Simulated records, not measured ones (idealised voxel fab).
Process module name: voxel ribs on slabs
The cross-section on display is named cut; it measures 230 nm wide, and its cells are 5 nm squares.
Cross-sections here: square-cell grids, written as top-down lists of bands, a band being one or more rows of cells.
A band entry consists of two parts. The first gives the height of the band's top and the height of its bottom, in nm. The rest lists the band's materials from left to right, each with its width in nm. A single material labelled with the word "everywhere" fills the band from edge to edge, and the word "empty" marks empty space.
Zero point of the height axis is 0; under it, received wafer = one material. Lowest band: continues down indefinitely, "from 0 down".
The expression "30..40" gives the width at the extremes of the band, the first number at its top row of cells and the second at its bottom row, with the width changing by equal amounts from each row to the next in between.
You'll sometimes find "no alterations made" written for a step, and that's the way of saying that nowhere in the cross-section did a cell change during that step.
"Closed-off voids" lists enclosed empty spaces (at least 8 cells, no open path upward to the top), each as width x height at distance from the left edge, in nm.
Heads up: the bit after the settings on a step's line is the simulator's remark on that step.
A step line may carry the setting "overlay nm", which, for steps involving a mask, states the distance by which the mask lay to the right of its intended position; negative values denote displacement to the left.

THESE ARE THE STEPS WE PLANNED FOR THE PROCESS
1: RECEIVE,material Si
2: DIRECTIONAL_DEP,material SiO2,thk nm 25
3: DIRECTIONAL_DEP,material polySi,thk nm 15
4: PATTERN,tone cover,mask id RIB,material resist,width nm 15,thk nm 15,overlay nm 0
5: DIRECTIONAL_ETCH,etch materials polySi,depth nm 15
6: STRIP,etch materials resist
7: DIRECTIONAL_DEP,material aC,thk nm 15
8: PATTERN,tone cover,mask id SLAB,material resist,width nm 65,thk nm 35,overlay nm 0
9: DIRECTIONAL_ETCH,etch materials aC,depth nm 15
10: STRIP,etch materials resist
11: DIRECTIONAL_ETCH,etch materials polySi,depth nm 5
12: STRIP,etch materials aC
13: FILL_DEP,material SiO2,thk nm 20
14: CMP,height nm 60
15: DIRECTIONAL_DEP,material TiN,thk nm 10
16: DIRECTIONAL_DEP,material aC,thk nm 15
17: PATTERN,tone cover,mask id HEATER,material resist,width nm 25,thk nm 30,overlay nm 0
18: DIRECTIONAL_ETCH,etch materials aC,depth nm 15
19: STRIP,etch materials resist
20: DIRECTIONAL_ETCH,etch materials TiN,depth nm 10
21: STRIP,etch materials aC
22: CONFORMAL_DEP,material SiO2,thk nm 10
Where the wafers of this document differ is in the thk nm of step 3; they start out the same, and the plan states the value that applied to the first wafer.

AS-RECEIVED CROSS-SECTION, FIRST OF SEVERAL WAFERS, POST STEP 1
* from 0 down  Si everywhere
* Closed-off voids: none

CROSS-SECTION OF THE FIRST OF SEVERAL WAFERS, TAKEN AFTER STEP 22, WHERE THE MODULE ENDS
* from 80 to 70  empty=90, SiO2=45, empty=95
* from 70 to 60  SiO2=100, TiN=25, SiO2=105
* from 60 to 40  SiO2 everywhere
* from 40 to 25  SiO2=105, polySi=15, SiO2=110
* from 25 to 0  SiO2 everywhere
* from 0 down  Si everywhere
* Closed-off voids: none

WAFER CROSS-SECTION (LAST WAFER, MODULE END)
* from 80 to 70  empty=90, SiO2=45, empty=95
* from 70 to 60  SiO2=100, TiN=25, SiO2=105
* from 60 to 45  SiO2=105, polySi=15, SiO2=110
* from 45 to 40  SiO2=80, polySi=65, SiO2=85
* from 40 to 25  polySi everywhere
* from 25 to 0  SiO2 everywhere
* from 0 down  Si everywhere
* Closed-off voids: none

PER-WAFER ROWS BELOW. FOR EACH MATERIAL: CELLS GAINED (+) OR LOST (-) SINCE THE WAFER WAS RECEIVED, AS OF END OF MODULE. THEN: CLOSED VOIDS
thk nm 15 | +643 SiO2 | +10 TiN | +9 polySi | Closed-off voids: none
thk nm 20 | +630 SiO2 | +10 TiN | +22 polySi | Closed-off voids: none
thk nm 25 | +584 SiO2 | +10 TiN | +68 polySi | Closed-off voids: none
thk nm 30 | +538 SiO2 | +10 TiN | +114 polySi | Closed-off voids: none
thk nm 35 | +492 SiO2 | +10 TiN | +160 polySi | Closed-off voids: none
